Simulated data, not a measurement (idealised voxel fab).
process module | voxel transistor to metal
cross-section cut | 170 nm wide | cells 5 nm
A cross-section is a grid of square cells, given in bands from the top down. A band is one or more rows of cells.
Each band's line starts with the height of the band's top and of its bottom, in nm. Then come its materials from left to right, each with its width in nm. One material with "throughout" fills the band from edge to edge. "air" is empty space.
Height 0 is the level under which the wafer as received is all one material. The lowest band goes on downwards, as in "0 down".
A width such as "30 to 40" changes by the same amount from each row of cells to the next, from the band's top row to its bottom row.
"no change" after a step means that no cell of the cross-section changed.
closed voids: empty space of 8 cells or more with no open way to the top, each as width x height at its distance from the left edge, in nm
after a step's settings: what the simulator itself notes on the step
overlay nm, on a step with a mask: how far to the right of its planned place the mask lay; to the left if negative
plan
1 op RECEIVE | material Si
2 op OXIDIZE | depth nm 5
3 op CONFORMAL_DEP | material SiN | thk nm 10
4 op MASKED_ETCH | tone cover | mask id ACTIVE | width nm 110 | etch materials SiN | depth nm 10 | overlay nm 0
5 op MASKED_ETCH | tone cover | mask id ACTIVE | width nm 110 | etch materials SiO2 | depth nm 5 | overlay nm 0
6 op MASKED_ETCH | tone cover | mask id ACTIVE | width nm 110 | etch materials Si | depth nm 20 | overlay nm 0
7 op OXIDIZE | depth nm 5
8 op FILL_DEP | material SiO2 | thk nm 15
9 op CMP | height nm 10
10 op SELECTIVE_ETCH | etch materials SiO2 | depth nm 10
11 op STRIP | etch materials SiN
12 op SELECTIVE_ETCH | etch materials SiO2 | depth nm 5
13 op OXIDIZE | depth nm 5
14 op DIRECTIONAL_DEP | material polySi | thk nm 20
15 op DIRECTIONAL_DEP | material SiCN | thk nm 10
16 op DIRECTIONAL_DEP | material aC | thk nm 15
17 op PATTERN | tone cover | mask id GATE | material resist | width nm 30 | thk nm 35 | overlay nm 0
18 op DIRECTIONAL_ETCH | etch materials aC | depth nm 15
19 op STRIP | etch materials resist
20 op DIRECTIONAL_ETCH | etch materials SiCN | depth nm 20
21 op DIRECTIONAL_ETCH | etch materials polySi | depth nm 30
22 op STRIP | etch materials aC
23 op CONFORMAL_DEP | material SiO2 | thk nm 5
24 op DIRECTIONAL_ETCH | etch materials SiO2 | depth nm 5
25 op CONFORMAL_DEP | material SiN | thk nm 5
26 op DIRECTIONAL_ETCH | etch materials SiN | depth nm 5
27 op DIRECTIONAL_ETCH | etch materials SiO2 | depth nm 5
28 op DIRECTIONAL_ETCH | etch materials Si | depth nm 10
29 op EPI | material SiGe | thk nm 15
30 op FILL_DEP | material SiO2 | thk nm 10
31 op CMP | height nm 15
32 op STRIP | etch materials polySi
33 op SELECTIVE_ETCH | etch materials SiO2 | depth nm 5
34 op CONFORMAL_DEP | material HfO2 | thk nm 5
35 op CONFORMAL_DEP | material TiN | thk nm 5
36 op FILL_DEP | material W | thk nm 5
37 op CMP | height nm 10
38 op DIRECTIONAL_DEP | material SiO2 | thk nm 10
39 op MASKED_ETCH | tone open | mask id CONTACT | width nm 20 | pitch nm 80 | etch materials SiO2 | depth nm 25 | overlay nm 0
40 op CONFORMAL_DEP | material TiN | thk nm 5
41 op FILL_DEP | material W | thk nm 10
42 op CMP | height nm 20
43 op DIRECTIONAL_DEP | material TiN | thk nm 5
44 op DIRECTIONAL_DEP | material W | thk nm 20
45 op PATTERN | tone cover | mask id METAL_1 | material resist | width nm 20 | pitch nm 80 | thk nm 20 | overlay nm 0
46 op DIRECTIONAL_ETCH | etch materials W | depth nm 20
47 op DIRECTIONAL_ETCH | etch materials TiN | depth nm 5
48 op STRIP | etch materials resist
49 op CONFORMAL_DEP | material SiN | thk nm 5
50 op FILL_DEP | material lowk | thk nm 10
51 op CMP | height nm 45
52 op CONFORMAL_DEP | material SiN | thk nm 5
first wafer, as planned
as received, after step 1
  0 down: Si throughout
  closed voids: none
after step 2
  0 to -5: SiO2 throughout
  below -5: unchanged
after step 3
  10 to 0: SiN throughout
  below 0: unchanged
after step 4
  10 to 0: air 30 | SiN 110 | air 30
  below 0: unchanged
after step 5
  10 to 0: air 30 | SiN 110 | air 30
  0 to -5: air 30 | SiO2 110 | air 30
  below -5: unchanged
after step 6
  10 to 0: air 30 | SiN 110 | air 30
  0 to -5: air 30 | SiO2 110 | air 30
  -5 to -25: air 30 | Si 110 | air 30
  below -25: unchanged
after step 7
  10 to 0: air 30 | SiN 110 | air 30
  0 to -5: air 30 | SiO2 110 | air 30
  -5 to -25: air 30 | SiO2 5 | Si 100 | SiO2 5 | air 30
  -25 to -30: SiO2 35 | Si 100 | SiO2 35
  below -30: unchanged
after step 8
  25 to 10: SiO2 throughout
  10 to 0: SiO2 30 | SiN 110 | SiO2 30
  0 to -5: SiO2 throughout
  -5 to -30: SiO2 35 | Si 100 | SiO2 35
  below -30: unchanged
after step 9
  10 to 0: SiO2 30 | SiN 110 | SiO2 30
  below 0: unchanged
after step 10
  10 to 0: air 30 | SiN 110 | air 30
  below 0: unchanged
after step 11
  0 to -5: SiO2 throughout
  below -5: unchanged
after step 12
  -5 to -30: SiO2 35 | Si 100 | SiO2 35
  below -30: unchanged
after step 13
  -5 to -10: SiO2 throughout
  below -10: unchanged
after step 14
  15 to -5: polySi throughout
  below -5: unchanged
after step 15
  25 to 15: SiCN throughout
  below 15: unchanged
after step 16
  40 to 25: aC throughout
  below 25: unchanged
after step 17
  75 to 40: air 70 | resist 30 | air 70
  below 40: unchanged
after step 18
  60 to 40: air 70 | resist 30 | air 70
  40 to 25: air 70 | aC 30 | air 70
  below 25: unchanged
after step 19
  40 to 25: air 70 | aC 30 | air 70
  below 25: unchanged
after step 20
  40 to 25: air 70 | aC 30 | air 70
  25 to 15: air 70 | SiCN 30 | air 70
  below 15: unchanged
after step 21
  40 to 25: air 70 | aC 30 | air 70
  25 to 15: air 70 | SiCN 30 | air 70
  15 to -5: air 70 | polySi 30 | air 70
  below -5: unchanged
after step 22
  25 to 15: air 70 | SiCN 30 | air 70
  below 15: unchanged
after step 23
  30 to 25: air 65 | SiO2 40 | air 65
  25 to 15: air 65 | SiO2 5 | SiCN 30 | SiO2 5 | air 65
  15 to 0: air 65 | SiO2 5 | polySi 30 | SiO2 5 | air 65
  0 to -5: SiO2 70 | polySi 30 | SiO2 70
  below -5: unchanged
after step 24
  25 to 15: air 65 | SiO2 5 | SiCN 30 | SiO2 5 | air 65
  15 to -5: air 65 | SiO2 5 | polySi 30 | SiO2 5 | air 65
  below -5: unchanged
after step 25
  30 to 25: air 60 | SiN 50 | air 60
  25 to 15: air 60 | SiN 5 | SiO2 5 | SiCN 30 | SiO2 5 | SiN 5 | air 60
  15 to 0: air 60 | SiN 5 | SiO2 5 | polySi 30 | SiO2 5 | SiN 5 | air 60
  0 to -5: SiN 65 | SiO2 5 | polySi 30 | SiO2 5 | SiN 65
  below -5: unchanged
after step 26
  25 to 15: air 60 | SiN 5 | SiO2 5 | SiCN 30 | SiO2 5 | SiN 5 | air 60
  15 to -5: air 60 | SiN 5 | SiO2 5 | polySi 30 | SiO2 5 | SiN 5 | air 60
  below -5: unchanged
after step 27
  25 to 20: air 60 | SiN 5 | air 5 | SiCN 30 | air 5 | SiN 5 | air 60
  20 to 15: air 60 | SiN 5 | SiO2 5 | SiCN 30 | SiO2 5 | SiN 5 | air 60
  15 to -5: air 60 | SiN 5 | SiO2 5 | polySi 30 | SiO2 5 | SiN 5 | air 60
  -5 to -10: air 60 | SiO2 50 | air 60
  below -10: unchanged
after step 28
  25 to 20: air 60 | SiN 5 | air 5 | SiCN 30 | air 5 | SiN 5 | air 60
  20 to 15: air 60 | SiN 5 | SiO2 5 | SiCN 30 | SiO2 5 | SiN 5 | air 60
  15 to -5: air 60 | SiN 5 | SiO2 5 | polySi 30 | SiO2 5 | SiN 5 | air 60
  -5 to -10: air 60 | SiO2 50 | air 60
  -10 to -20: SiO2 35 | air 25 | Si 50 | air 25 | SiO2 35
  below -20: unchanged
after step 29
  25 to 20: air 60 | SiN 5 | air 5 | SiCN 30 | air 5 | SiN 5 | air 60
  20 to 15: air 60 | SiN 5 | SiO2 5 | SiCN 30 | SiO2 5 | SiN 5 | air 60
  15 to 5: air 60 | SiN 5 | SiO2 5 | polySi 30 | SiO2 5 | SiN 5 | air 60
  5 to -5: air 45 | SiGe 15 | SiN 5 | SiO2 5 | polySi 30 | SiO2 5 | SiN 5 | SiGe 15 | air 45
  -5 to -10: air 30 | SiGe 30 | SiO2 50 | SiGe 30 | air 30
  -10 to -20: SiO2 35 | SiGe 25 | Si 50 | SiGe 25 | SiO2 35
  below -20: unchanged
after step 30
  35 to 25: SiO2 throughout
  25 to 15: SiO2 60 | SiN 5 | SiO2 5 | SiCN 30 | SiO2 5 | SiN 5 | SiO2 60
  15 to 5: SiO2 60 | SiN 5 | SiO2 5 | polySi 30 | SiO2 5 | SiN 5 | SiO2 60
  5 to -5: SiO2 45 | SiGe 15 | SiN 5 | SiO2 5 | polySi 30 | SiO2 5 | SiN 5 | SiGe 15 | SiO2 45
  -5 to -10: SiO2 30 | SiGe 30 | SiO2 50 | SiGe 30 | SiO2 30
  below -10: unchanged
after step 31
  15 to 5: SiO2 60 | SiN 5 | SiO2 5 | polySi 30 | SiO2 5 | SiN 5 | SiO2 60
  below 5: unchanged
after step 32
  15 to 5: SiO2 60 | SiN 5 | SiO2 5 | air 30 | SiO2 5 | SiN 5 | SiO2 60
  5 to -5: SiO2 45 | SiGe 15 | SiN 5 | SiO2 5 | air 30 | SiO2 5 | SiN 5 | SiGe 15 | SiO2 45
  below -5: unchanged
after step 33
  15 to 10: air 60 | SiN 5 | air 40 | SiN 5 | air 60
  10 to 5: SiO2 60 | SiN 5 | air 40 | SiN 5 | SiO2 60
  5 to -5: SiO2 45 | SiGe 15 | SiN 5 | air 40 | SiN 5 | SiGe 15 | SiO2 45
  -5 to -10: SiO2 30 | SiGe 30 | SiO2 5 | air 40 | SiO2 5 | SiGe 30 | SiO2 30
  below -10: unchanged
after step 34
  20 to 15: air 55 | HfO2 15 | air 30 | HfO2 15 | air 55
  15 to 10: HfO2 60 | SiN 5 | HfO2 5 | air 30 | HfO2 5 | SiN 5 | HfO2 60
  10 to 5: SiO2 60 | SiN 5 | HfO2 5 | air 30 | HfO2 5 | SiN 5 | SiO2 60
  5 to -5: SiO2 45 | SiGe 15 | SiN 5 | HfO2 5 | air 30 | HfO2 5 | SiN 5 | SiGe 15 | SiO2 45
  -5 to -10: SiO2 30 | SiGe 30 | SiO2 5 | HfO2 40 | SiO2 5 | SiGe 30 | SiO2 30
  below -10: unchanged
after step 35
  25 to 20: air 50 | TiN 25 | air 20 | TiN 25 | air 50
  20 to 15: TiN 55 | HfO2 15 | TiN 5 | air 20 | TiN 5 | HfO2 15 | TiN 55
  15 to 10: HfO2 60 | SiN 5 | HfO2 5 | TiN 5 | air 20 | TiN 5 | HfO2 5 | SiN 5 | HfO2 60
  10 to 5: SiO2 60 | SiN 5 | HfO2 5 | TiN 5 | air 20 | TiN 5 | HfO2 5 | SiN 5 | SiO2 60
  5 to 0: SiO2 45 | SiGe 15 | SiN 5 | HfO2 5 | TiN 5 | air 20 | TiN 5 | HfO2 5 | SiN 5 | SiGe 15 | SiO2 45
  0 to -5: SiO2 45 | SiGe 15 | SiN 5 | HfO2 5 | TiN 30 | HfO2 5 | SiN 5 | SiGe 15 | SiO2 45
  below -5: unchanged
after step 36
  30 to 25: W throughout
  25 to 20: W 50 | TiN 25 | W 20 | TiN 25 | W 50
  20 to 15: TiN 55 | HfO2 15 | TiN 5 | W 20 | TiN 5 | HfO2 15 | TiN 55
  15 to 10: HfO2 60 | SiN 5 | HfO2 5 | TiN 5 | W 20 | TiN 5 | HfO2 5 | SiN 5 | HfO2 60
  10 to 5: SiO2 60 | SiN 5 | HfO2 5 | TiN 5 | W 20 | TiN 5 | HfO2 5 | SiN 5 | SiO2 60
  5 to 0: SiO2 45 | SiGe 15 | SiN 5 | HfO2 5 | TiN 5 | W 20 | TiN 5 | HfO2 5 | SiN 5 | SiGe 15 | SiO2 45
  below 0: unchanged
after step 37
  10 to 5: SiO2 60 | SiN 5 | HfO2 5 | TiN 5 | W 20 | TiN 5 | HfO2 5 | SiN 5 | SiO2 60
  below 5: unchanged
after step 38
  20 to 10: SiO2 throughout
  below 10: unchanged
after step 39
  20 to 10: SiO2 35 | air 20 | SiO2 60 | air 20 | SiO2 35
  10 to 5: SiO2 35 | air 20 | SiO2 5 | SiN 5 | HfO2 5 | TiN 5 | W 20 | TiN 5 | HfO2 5 | SiN 5 | SiO2 5 | air 20 | SiO2 35
  5 to 0: SiO2 35 | air 10 | SiGe 15 | SiN 5 | HfO2 5 | TiN 5 | W 20 | TiN 5 | HfO2 5 | SiN 5 | SiGe 15 | air 10 | SiO2 35
  0 to -5: SiO2 35 | air 10 | SiGe 15 | SiN 5 | HfO2 5 | TiN 30 | HfO2 5 | SiN 5 | SiGe 15 | air 10 | SiO2 35
  below -5: unchanged
after step 40
  25 to 20: TiN 40 | air 10 | TiN 70 | air 10 | TiN 40
  20 to 10: SiO2 35 | TiN 5 | air 10 | TiN 5 | SiO2 60 | TiN 5 | air 10 | TiN 5 | SiO2 35
  10 to 5: SiO2 35 | TiN 20 | SiO2 5 | SiN 5 | HfO2 5 | TiN 5 | W 20 | TiN 5 | HfO2 5 | SiN 5 | SiO2 5 | TiN 20 | SiO2 35
  5 to 0: SiO2 35 | TiN 10 | SiGe 15 | SiN 5 | HfO2 5 | TiN 5 | W 20 | TiN 5 | HfO2 5 | SiN 5 | SiGe 15 | TiN 10 | SiO2 35
  0 to -5: SiO2 35 | TiN 10 | SiGe 15 | SiN 5 | HfO2 5 | TiN 30 | HfO2 5 | SiN 5 | SiGe 15 | TiN 10 | SiO2 35
  below -5: unchanged
after step 41
  35 to 25: W throughout
  25 to 20: TiN 40 | W 10 | TiN 70 | W 10 | TiN 40
  20 to 10: SiO2 35 | TiN 5 | W 10 | TiN 5 | SiO2 60 | TiN 5 | W 10 | TiN 5 | SiO2 35
  below 10: unchanged
after step 42
  20 to 10: SiO2 35 | TiN 5 | W 10 | TiN 5 | SiO2 60 | TiN 5 | W 10 | TiN 5 | SiO2 35
  below 10: unchanged
after step 43
  25 to 20: TiN throughout
  below 20: unchanged
after step 44
  45 to 25: W throughout
  below 25: unchanged
after step 45
  65 to 45: air 35 | resist 20 | air 60 | resist 20 | air 35
  below 45: unchanged
after step 46
  65 to 45: air 35 | resist 20 | air 60 | resist 20 | air 35
  45 to 25: air 35 | W 20 | air 60 | W 20 | air 35
  below 25: unchanged
after step 47
  65 to 45: air 35 | resist 20 | air 60 | resist 20 | air 35
  45 to 25: air 35 | W 20 | air 60 | W 20 | air 35
  25 to 20: air 35 | TiN 20 | air 60 | TiN 20 | air 35
  below 20: unchanged
after step 48
  45 to 25: air 35 | W 20 | air 60 | W 20 | air 35
  below 25: unchanged
after step 49
  50 to 45: air 30 | SiN 30 | air 50 | SiN 30 | air 30
  45 to 25: air 30 | SiN 5 | W 20 | SiN 5 | air 50 | SiN 5 | W 20 | SiN 5 | air 30
  25 to 20: SiN 35 | TiN 20 | SiN 60 | TiN 20 | SiN 35
  below 20: unchanged
after step 50
  60 to 50: lowk throughout
  50 to 45: lowk 30 | SiN 30 | lowk 50 | SiN 30 | lowk 30
  45 to 25: lowk 30 | SiN 5 | W 20 | SiN 5 | lowk 50 | SiN 5 | W 20 | SiN 5 | lowk 30
  below 25: unchanged
after step 51
  45 to 25: lowk 30 | SiN 5 | W 20 | SiN 5 | lowk 50 | SiN 5 | W 20 | SiN 5 | lowk 30
  below 25: unchanged
after step 52
  50 to 45: SiN throughout
  below 45: unchanged
second wafer: like start, like plan, one mistake. Through step 50 it matches the first wafer
when step 51 should have ended: no change
when step 52 should have ended
  65 to 60: SiN throughout
  below 60: unchanged
what went wrong: step 51 was left out
at the end the second wafer has, in cells: 12 more of SiN | 90 more of lowk
